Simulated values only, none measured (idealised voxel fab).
Name of the process module below: voxel fin reveal
Shown is cross-section cut, with a width of 160 nm and square cells of size 5 nm.
Cross-section format: a grid of square cells, given as bands from top to bottom; each band is one or more rows of cells. Heads up on the band format: heights come first, top then bottom, in nm. After that it's the materials left to right, each with its width in nm. A single material flagged "edge to edge" fills the whole band edge to edge, and "air" means there's empty space there. Height is counted from the level 0, under which the received wafer is composed throughout of one material. The lowest of the bands is not closed at the bottom but continues downward, in the notation "0 and below". Think of "30..40" as a width that walks from the first number to the second as you go down the band, top row to bottom row, taking equal-sized steps from row to row. What does "identical to before" mean for a step? It means no cell of the cross-section changed in that step. Any empty space of 8 cells or more lacking an open way to the top shows up in "Sealed voids" as width x height at distance, distance from the left edge, in nm. Past the settings on a step's line: simulator remark, on that step. On any step carrying a mask, the "overlay nm" setting, if present on the step's line, tells how far right of its planned place the mask lay; negative values point to the left.
## Below is the list of planned process steps
1: RECEIVE with material Si
2: CONFORMAL_DEP with material SiN, thk nm 10
3: DIRECTIONAL_DEP with material aC, thk nm 15
4: PATTERN with tone cover, mask id FINS, material resist, width nm 15, pitch nm 40, thk nm 35, overlay nm 0
5: DIRECTIONAL_ETCH with etch materials aC, depth nm 15
6: STRIP with etch materials resist
7: DIRECTIONAL_ETCH with etch materials SiN, depth nm 10
8: DIRECTIONAL_ETCH with etch materials Si, depth nm 30
9: STRIP with etch materials aC
10: FILL_DEP with material SiO2, thk nm 15
11: CMP with height nm 10
12: SELECTIVE_ETCH with etch materials SiO2, depth nm 25
13: STRIP with etch materials SiN
14: CONFORMAL_DEP with material HfO2, thk nm 5
## Concerning the first of two wafers, which was run in accordance with the plan
## Delivered wafer in cross-section: state after step 1
0 and below = Si edge to edge
Sealed voids: none
## Step 2 complete: cross-section through the wafer
10 down to 0 = SiN edge to edge
Below 0, the layers are the same as they were.
## Step 3 complete: cross-section through the wafer
25 down to 10 = aC edge to edge
Below 10, the layers are the same as they were.
## Step 4 complete: cross-section through the wafer
60 down to 25 = 30 of air, then 15 of resist, then 25 of air, then 15 of resist, then 25 of air, then 15 of resist, then 35 of air
Below 25, the layers are the same as they were.
## Step 5 complete: cross-section through the wafer
45 down to 25 = 30 of air, then 15 of resist, then 25 of air, then 15 of resist, then 25 of air, then 15 of resist, then 35 of air
25 down to 10 = 30 of air, then 15 of aC, then 25 of air, then 15 of aC, then 25 of air, then 15 of aC, then 35 of air
Below 10, the layers are the same as they were.
## Step 6 complete: cross-section through the wafer
25 down to 10 = 30 of air, then 15 of aC, then 25 of air, then 15 of aC, then 25 of air, then 15 of aC, then 35 of air
Below 10, the layers are the same as they were.
## Step 7 complete: cross-section through the wafer
25 down to 10 = 30 of air, then 15 of aC, then 25 of air, then 15 of aC, then 25 of air, then 15 of aC, then 35 of air
10 down to 0 = 30 of air, then 15 of SiN, then 25 of air, then 15 of SiN, then 25 of air, then 15 of SiN, then 35 of air
Below 0, the layers are the same as they were.
## Step 8 complete: cross-section through the wafer
25 down to 10 = 30 of air, then 15 of aC, then 25 of air, then 15 of aC, then 25 of air, then 15 of aC, then 35 of air
10 down to 0 = 30 of air, then 15 of SiN, then 25 of air, then 15 of SiN, then 25 of air, then 15 of SiN, then 35 of air
0 down to -30 = 30 of air, then 15 of Si, then 25 of air, then 15 of Si, then 25 of air, then 15 of Si, then 35 of air
Below -30, the layers are the same as they were.
## Step 9 complete: cross-section through the wafer
10 down to 0 = 30 of air, then 15 of SiN, then 25 of air, then 15 of SiN, then 25 of air, then 15 of SiN, then 35 of air
Below 0, the layers are the same as they were.
## Step 10 complete: cross-section through the wafer
25 down to 10 = SiO2 edge to edge
10 down to 0 = 30 of SiO2, then 15 of SiN, then 25 of SiO2, then 15 of SiN, then 25 of SiO2, then 15 of SiN, then 35 of SiO2
0 down to -30 = 30 of SiO2, then 15 of Si, then 25 of SiO2, then 15 of Si, then 25 of SiO2, then 15 of Si, then 35 of SiO2
Below -30, the layers are the same as they were.
## Step 11 complete: cross-section through the wafer
10 down to 0 = 30 of SiO2, then 15 of SiN, then 25 of SiO2, then 15 of SiN, then 25 of SiO2, then 15 of SiN, then 35 of SiO2
Below 0, the layers are the same as they were.
## Step 12 complete: cross-section through the wafer
10 down to 0 = 30 of air, then 15 of SiN, then 25 of air, then 15 of SiN, then 25 of air, then 15 of SiN, then 35 of air
0 down to -15 = 30 of air, then 15 of Si, then 25 of air, then 15 of Si, then 25 of air, then 15 of Si, then 35 of air
Below -15, the layers are the same as they were.
## Step 13 complete: cross-section through the wafer
0 down to -15 = 30 of air, then 15 of Si, then 25 of air, then 15 of Si, then 25 of air, then 15 of Si, then 35 of air
Below -15, the layers are the same as they were.
## Step 14 complete: cross-section through the wafer
5 down to 0 = 25 of air, then 25 of HfO2, then 15 of air, then 25 of HfO2, then 15 of air, then 25 of HfO2, then 30 of air
0 down to -10 = 25 of air, then 5 of HfO2, then 15 of Si, then 5 of HfO2, then 15 of air, then 5 of HfO2, then 15 of Si, then 5 of HfO2, then 15 of air, then 5 of HfO2, then 15 of Si, then 5 of HfO2, then 30 of air
-10 down to -15 = 30 of HfO2, then 15 of Si, then 25 of HfO2, then 15 of Si, then 25 of HfO2, then 15 of Si, then 35 of HfO2
Below -15, the layers are the same as they were.
## Second wafer. Start and plan as for the first. One mistake made in running. Agrees with the first up to and including step 7
## Cross-section: second wafer, time at which step 8 was scheduled to end
25 down to 10 = 30 of air, then 15 of aC, then 25 of air, then 15 of aC, then 25 of air, then 15 of aC, then 35 of air
10 down to 0 = 30 of air, then 15 of SiN, then 25 of air, then 15 of SiN, then 25 of air, then 15 of SiN, then 35 of air
0 down to -60 = 30 of air, then 15 of Si, then 25 of air, then 15 of Si, then 25 of air, then 15 of Si, then 35 of air
Below -60, the layers are the same as they were.
## Cross-section: second wafer, time at which step 9 was scheduled to end
10 down to 0 = 30 of air, then 15 of SiN, then 25 of air, then 15 of SiN, then 25 of air, then 15 of SiN, then 35 of air
Below 0, the layers are the same as they were.
## Cross-section: second wafer, time at which step 10 was scheduled to end
25 down to 10 = SiO2 edge to edge
10 down to 0 = 30 of SiO2, then 15 of SiN, then 25 of SiO2, then 15 of SiN, then 25 of SiO2, then 15 of SiN, then 35 of SiO2
0 down to -60 = 30 of SiO2, then 15 of Si, then 25 of SiO2, then 15 of Si, then 25 of SiO2, then 15 of Si, then 35 of SiO2
Below -60, the layers are the same as they were.
## Cross-section: second wafer, time at which step 11 was scheduled to end
10 down to 0 = 30 of SiO2, then 15 of SiN, then 25 of SiO2, then 15 of SiN, then 25 of SiO2, then 15 of SiN, then 35 of SiO2
Below 0, the layers are the same as they were.
## Cross-section: second wafer, time at which step 12 was scheduled to end
10 down to 0 = 30 of air, then 15 of SiN, then 25 of air, then 15 of SiN, then 25 of air, then 15 of SiN, then 35 of air
0 down to -15 = 30 of air, then 15 of Si, then 25 of air, then 15 of Si, then 25 of air, then 15 of Si, then 35 of air
Below -15, the layers are the same as they were.
## Cross-section: second wafer, time at which step 13 was scheduled to end
0 down to -15 = 30 of air, then 15 of Si, then 25 of air, then 15 of Si, then 25 of air, then 15 of Si, then 35 of air
Below -15, the layers are the same as they were.
## Cross-section: second wafer, time at which step 14 was scheduled to end
5 down to 0 = 25 of air, then 25 of HfO2, then 15 of air, then 25 of HfO2, then 15 of air, then 25 of HfO2, then 30 of air
0 down to -10 = 25 of air, then 5 of HfO2, then 15 of Si, then 5 of HfO2, then 15 of air, then 5 of HfO2, then 15 of Si, then 5 of HfO2, then 15 of air, then 5 of HfO2, then 15 of Si, then 5 of HfO2, then 30 of air
-10 down to -15 = 30 of HfO2, then 15 of Si, then 25 of HfO2, then 15 of Si, then 25 of HfO2, then 15 of Si, then 35 of HfO2
Below -15, the layers are the same as they were.
Nonconformance to the process plan: execution of plan step 8 occurred twice
Counted in cells at the end, the second wafer holds more or fewer of these materials than the first: 138 fewer of Si; 138 more of SiO2
